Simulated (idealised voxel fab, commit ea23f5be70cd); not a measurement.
This section sets out a process module, namely voxel gate over fins.
Cross-section cut: width 220 nm, square cells of 5 nm.
A cross-section is written here as square cells arranged in a grid, and it is given in bands from the top down, each band taking up one or more rows of cells. Per band: top height and bottom height in nm, followed by the left-to-right materials and their widths in nm; "edge to edge" marks a single material spanning edge to edge, "blank" marks empty space. Note: height 0 marks the level under which the wafer is uniformly one material as received. Lowest band unbounded below, written "0 and below". With a width like "30 to 40", each row of cells in the band differs from the next by the same amount, the top row carrying the first number and the bottom row the second. Reading "no alterations made" for a step: not a cell of the cross-section changed in it. In "Enclosed cavities" the enclosed voids are listed, meaning empty spaces of 8 cells or larger without any opening to the top. The form is width x height at distance, distance from the left edge, units nm. On each step's line, the part that comes after the settings is the simulator's own comment on the step. A step line may carry the setting "overlay nm", which, for steps involving a mask, states the distance by which the mask lay to the right of its intended position; negative values denote displacement to the left.

**Listed below are the process steps as planned**
1: RECEIVE | material Si
2: CONFORMAL_DEP | material SiN | thk nm 10
3: DIRECTIONAL_DEP | material aC | thk nm 15
4: PATTERN | tone cover | mask id FINS | material resist | width nm 15 | pitch nm 40 | thk nm 35 | overlay nm 0
5: DIRECTIONAL_ETCH | etch materials aC | depth nm 15
6: STRIP | etch materials resist
7: DIRECTIONAL_ETCH | etch materials SiN | depth nm 10
8: DIRECTIONAL_ETCH | etch materials Si | depth nm 40
9: STRIP | etch materials aC
10: OXIDIZE | depth nm 5
11: FILL_DEP | material SiO2 | thk nm 5
12: CMP | height nm 10
13: SELECTIVE_ETCH | etch materials SiO2 | depth nm 25
14: STRIP | etch materials SiN
15: CONFORMAL_DEP | material HfO2 | thk nm 5
16: CONFORMAL_DEP | material TiN | thk nm 5
17: CONFORMAL_DEP | material TiAl | thk nm 5
18: CONFORMAL_DEP | material TiN | thk nm 5
19: FILL_DEP | material W | thk nm 15
20: CMP | height nm 30
21: CONFORMAL_DEP | material SiCN | thk nm 5
Wafers differ in width nm at step 4; plan lists the first wafer's value; identical starting state.

**Cross-section, first of several wafers, as delivered after step 1**
* 0 and below = Si edge to edge
* Enclosed cavities: none

**Take a look at the first of several wafers in cross-section: the module is done, and step 21 was its last step**
* 35 down to 30 = SiCN edge to edge
* 30 down to 20 = W edge to edge
* 20 down to 15 = W 25 / TiN 165 / W 30
* 15 down to 10 = W 25 / TiN 5 / TiAl 35 / TiN 5 / TiAl 35 / TiN 5 / TiAl 35 / TiN 5 / TiAl 35 / TiN 5 / W 30
* 10 down to 5 = W 25 / TiN 5 / TiAl 5 / TiN 25 / TiAl 5 / TiN 5 / TiAl 5 / TiN 25 / TiAl 5 / TiN 5 / TiAl 5 / TiN 25 / TiAl 5 / TiN 5 / TiAl 5 / TiN 25 / TiAl 5 / TiN 5 / W 30
* 5 down to 0 = TiN 30 / TiAl 5 / TiN 5 / HfO2 15 / TiN 5 / TiAl 5 / TiN 5 / TiAl 5 / TiN 5 / HfO2 15 / TiN 5 / TiAl 5 / TiN 5 / TiAl 5 / TiN 5 / HfO2 15 / TiN 5 / TiAl 5 / TiN 5 / TiAl 5 / TiN 5 / HfO2 15 / TiN 5 / TiAl 5 / TiN 35
* 0 down to -5 = TiAl 35 / TiN 5 / HfO2 5 / Si 5 / HfO2 5 / TiN 5 / TiAl 15 / TiN 5 / HfO2 5 / Si 5 / HfO2 5 / TiN 5 / TiAl 15 / TiN 5 / HfO2 5 / Si 5 / HfO2 5 / TiN 5 / TiAl 15 / TiN 5 / HfO2 5 / Si 5 / HfO2 5 / TiN 5 / TiAl 40
* -5 down to -10 = TiN 40 / HfO2 5 / Si 5 / HfO2 5 / TiN 25 / HfO2 5 / Si 5 / HfO2 5 / TiN 25 / HfO2 5 / Si 5 / HfO2 5 / TiN 25 / HfO2 5 / Si 5 / HfO2 5 / TiN 45
* -10 down to -15 = HfO2 45 / Si 5 / HfO2 35 / Si 5 / HfO2 35 / Si 5 / HfO2 35 / Si 5 / HfO2 50
* -15 down to -45 = SiO2 45 / Si 5 / SiO2 35 / Si 5 / SiO2 35 / Si 5 / SiO2 35 / Si 5 / SiO2 50
* -45 and below = Si edge to edge
* Enclosed cavities: none

**Module end, final wafer: cross-section**
* 35 down to 30 = SiCN edge to edge
* 30 down to 20 = W edge to edge
* 20 down to 15 = W 20 / TiN 175 / W 25
* 15 down to 10 = W 20 / TiN 5 / TiAl 165 / TiN 5 / W 25
* 10 down to 5 = W 20 / TiN 5 / TiAl 5 / TiN 35 / TiAl 5 / TiN 35 / TiAl 5 / TiN 35 / TiAl 5 / TiN 35 / TiAl 5 / TiN 5 / W 25
* 5 down to 0 = TiN 25 / TiAl 5 / TiN 5 / HfO2 25 / TiN 5 / TiAl 5 / TiN 5 / HfO2 25 / TiN 5 / TiAl 5 / TiN 5 / HfO2 25 / TiN 5 / TiAl 5 / TiN 5 / HfO2 25 / TiN 5 / TiAl 5 / TiN 30
* 0 down to -5 = TiAl 30 / TiN 5 / HfO2 5 / Si 15 / HfO2 5 / TiN 5 / TiAl 5 / TiN 5 / HfO2 5 / Si 15 / HfO2 5 / TiN 5 / TiAl 5 / TiN 5 / HfO2 5 / Si 15 / HfO2 5 / TiN 5 / TiAl 5 / TiN 5 / HfO2 5 / Si 15 / HfO2 5 / TiN 5 / TiAl 35
* -5 down to -10 = TiN 35 / HfO2 5 / Si 15 / HfO2 5 / TiN 15 / HfO2 5 / Si 15 / HfO2 5 / TiN 15 / HfO2 5 / Si 15 / HfO2 5 / TiN 15 / HfO2 5 / Si 15 / HfO2 5 / TiN 40
* -10 down to -15 = HfO2 40 / Si 15 / HfO2 25 / Si 15 / HfO2 25 / Si 15 / HfO2 25 / Si 15 / HfO2 45
* -15 down to -45 = SiO2 40 / Si 15 / SiO2 25 / Si 15 / SiO2 25 / Si 15 / SiO2 25 / Si 15 / SiO2 45
* -45 and below = Si edge to edge
* Enclosed cavities: none

**Basically each wafer gets a line in the table, showing it at the end of the module: material by material, the cells it gained (+) or lost (-) since we got it, then its closed voids**
width nm 15 | +68 HfO2 | -360 Si | +44 SiCN | +240 SiO2 | +68 TiAl | +127 TiN | +121 W | Enclosed cavities: none
width nm 20 | +68 HfO2 | -324 Si | +44 SiCN | +216 SiO2 | +68 TiAl | +118 TiN | +118 W | Enclosed cavities: none
width nm 25 | +68 HfO2 | -288 Si | +44 SiCN | +192 SiO2 | +59 TiAl | +118 TiN | +115 W | Enclosed cavities: none
